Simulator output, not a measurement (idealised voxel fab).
This is a process module. Its name is voxel released beams.
Section shown: cut. Width: 150 nm. Cell size: 5 nm, square.
When this document writes out a cross-section, it uses a grid of square cells and lists it as bands, beginning at the top and moving down, with a band standing for one or more rows of cells. First you get the band's top height and its bottom height, in nm, and then the materials it's made of, left to right, with each width in nm. If you see a single material with "throughout", that one covers the band edge to edge. "blank" is empty space. Note: height 0 marks the level under which the wafer is uniformly one material as received. Lowest band unbounded below, written "0 -> down". A width such as "30->40" changes by the same amount from each row of cells to the next, from the band's top row to its bottom row. No cell of the cross-section changed in a step that is given as "identical to before". Closed empty spaces (no open way to the top) of 8 cells or more are what "Closed void catalog" lists, each as width x height at distance from the left edge, nm for all three. Heads up: the bit after the settings on a step's line is the simulator's remark on that step. overlay nm: mask offset rightward from planned place, masked step; negative means leftward offset.

Planned process steps:
1. RECEIVE with material Si
2. CONFORMAL_DEP with material SiN, thk nm 10
3. DIRECTIONAL_DEP with material SiO2, thk nm 20
4. DIRECTIONAL_DEP with material aC, thk nm 15
5. PATTERN with tone open, mask id ANCHOR, material resist, width nm 25, thk nm 30, overlay nm 0
6. DIRECTIONAL_ETCH with etch materials aC, depth nm 15
7. STRIP with etch materials resist
8. DIRECTIONAL_ETCH with etch materials SiO2, depth nm 20
9. STRIP with etch materials aC
10. CONFORMAL_DEP with material TiN, thk nm 10
11. MASKED_ETCH with tone cover, mask id BEAM, width nm 85, etch materials TiN, depth nm 10, overlay nm -15
12. STRIP with etch materials SiO2
The plan's step 11 overlay nm is the first wafer's value; the wafers differ in this setting and start identical.

Step 1 complete: as-received cross-section of the first of several wafers:
0 -> down: Si throughout
Closed void catalog: none

End of module, by wafer: material-by-material cell gain (+) or loss (-) since receipt, then closed voids:
overlay nm -15; +60 SiN; +50 TiN; Closed void catalog: none
overlay nm -10; +60 SiN; +50 TiN; Closed void catalog: none
overlay nm -5; +60 SiN; +50 TiN; Closed void catalog: none
overlay nm 0; +60 SiN; +50 TiN; Closed void catalog: none
overlay nm 5; +60 SiN; +50 TiN; Closed void catalog: none
overlay nm 10; +60 SiN; +50 TiN; Closed void catalog: none
overlay nm 15; +60 SiN; +50 TiN; Closed void catalog: none
